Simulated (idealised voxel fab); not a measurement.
process module | voxel air gaps
Each square cell in cross-section cut measures 5 nm, and the section as a whole is 185 nm wide.
Think of the cross-section as a grid of square cells. We describe it in bands, top to bottom, and each band covers one or more rows of those cells.
The band entry comprises the height of the band's top followed by the height of its bottom, expressed in nm, and subsequently the band's materials from left to right, each stated together with its width in nm. Where a single material is marked with the word "full width", that material fills the band from edge to edge. The word "empty" represents empty space.
Note: height 0 marks the level under which the wafer is uniformly one material as received. Lowest band unbounded below, written "top 0, no bottom".
Width: "30 to 40" (first number = top row, second number = bottom row, same change from row to row of cells).
It should be understood that the words "left unchanged", when stated for a given step, signify that the cross-section underwent no change in any of its cells during that step.
Any empty space of 8 cells or more lacking an open way to the top shows up in "Enclosed empty spaces" as width x height at distance, distance from the left edge, in nm.
It should be noted that, on the line of a given step, the content following the step's settings is a remark produced by the simulator itself with respect to that step.
overlay nm: mask right of planned place by this much (step with mask). Neg. = left.

So here's the lineup of process steps we planned
1 RECEIVE (material Si)
2 CONFORMAL_DEP (material SiO2; thk nm 10)
3 CONFORMAL_DEP (material SiN; thk nm 5)
4 DIRECTIONAL_DEP (material lowk; thk nm 40)
5 PATTERN (tone open; mask id LINES; material resist; width nm 15; pitch nm 40; thk nm 15; overlay nm 0)
6 DIRECTIONAL_ETCH (etch materials lowk; depth nm 40)
7 STRIP (etch materials resist)
8 CONFORMAL_DEP (material TiN; thk nm 5)
9 FILL_DEP (material Ru; thk nm 10)
10 CMP (height nm 55)
11 EPI (material Ru; thk nm 10)
12 SELECTIVE_ETCH (etch materials lowk; depth nm 50)
13 CONFORMAL_DEP (material SiCN; thk nm 5)

Cross-section: wafer on arrival = after step 1
top 0, no bottom | Si full width
Enclosed empty spaces: none

Post-module cross-section of the first of two wafers (run per plan)
top 70, bottom 65 | 30 empty | 125 SiCN | 30 empty
top 65, bottom 55 | 30 empty | 5 SiCN | 35 Ru | 5 SiCN | 35 Ru | 5 SiCN | 35 Ru | 5 SiCN | 30 empty
top 55, bottom 50 | 30 empty | 15 SiCN | 5 TiN | 5 Ru | 5 TiN | 25 SiCN | 5 TiN | 5 Ru | 5 TiN | 25 SiCN | 5 TiN | 5 Ru | 5 TiN | 15 SiCN | 30 empty
top 50, bottom 20 | 40 empty | 5 SiCN | 5 TiN | 5 Ru | 5 TiN | 5 SiCN | 15 empty | 5 SiCN | 5 TiN | 5 Ru | 5 TiN | 5 SiCN | 15 empty | 5 SiCN | 5 TiN | 5 Ru | 5 TiN | 5 SiCN | 40 empty
top 20, bottom 15 | 45 SiCN | 15 TiN | 25 SiCN | 15 TiN | 25 SiCN | 15 TiN | 45 SiCN
top 15, bottom 10 | SiN full width
top 10, bottom 0 | SiO2 full width
top 0, no bottom | Si full width
Enclosed empty spaces: 15 x 30 at 65; 15 x 30 at 105

Presented here is a cross-section of the second of the two wafers as it stood at the end of the module. It was started in the same manner and assigned the same plan as the first wafer; however, one mistake was made in its execution
top 65, bottom 60 | 30 empty | 125 SiCN | 30 empty
top 60, bottom 50 | 30 empty | 5 SiCN | 35 Ru | 5 SiCN | 35 Ru | 5 SiCN | 35 Ru | 5 SiCN | 30 empty
top 50, bottom 45 | 30 empty | 15 SiCN | 5 TiN | 5 Ru | 5 TiN | 25 SiCN | 5 TiN | 5 Ru | 5 TiN | 25 SiCN | 5 TiN | 5 Ru | 5 TiN | 15 SiCN | 30 empty
top 45, bottom 20 | 40 empty | 5 SiCN | 5 TiN | 5 Ru | 5 TiN | 5 SiCN | 15 empty | 5 SiCN | 5 TiN | 5 Ru | 5 TiN | 5 SiCN | 15 empty | 5 SiCN | 5 TiN | 5 Ru | 5 TiN | 5 SiCN | 40 empty
top 20, bottom 15 | 45 SiCN | 15 TiN | 25 SiCN | 15 TiN | 25 SiCN | 15 TiN | 45 SiCN
top 15, bottom 10 | SiN full width
top 10, bottom 0 | SiO2 full width
top 0, no bottom | Si full width
Enclosed empty spaces: 15 x 25 at 65; 15 x 25 at 105
Heads up, the wafer didn't run the way we planned it: step 10 ran as: CMP (height nm 50)
Count the cells at the end and the second wafer has more or fewer of some materials than the first: Ru -3, SiCN -6, TiN -6
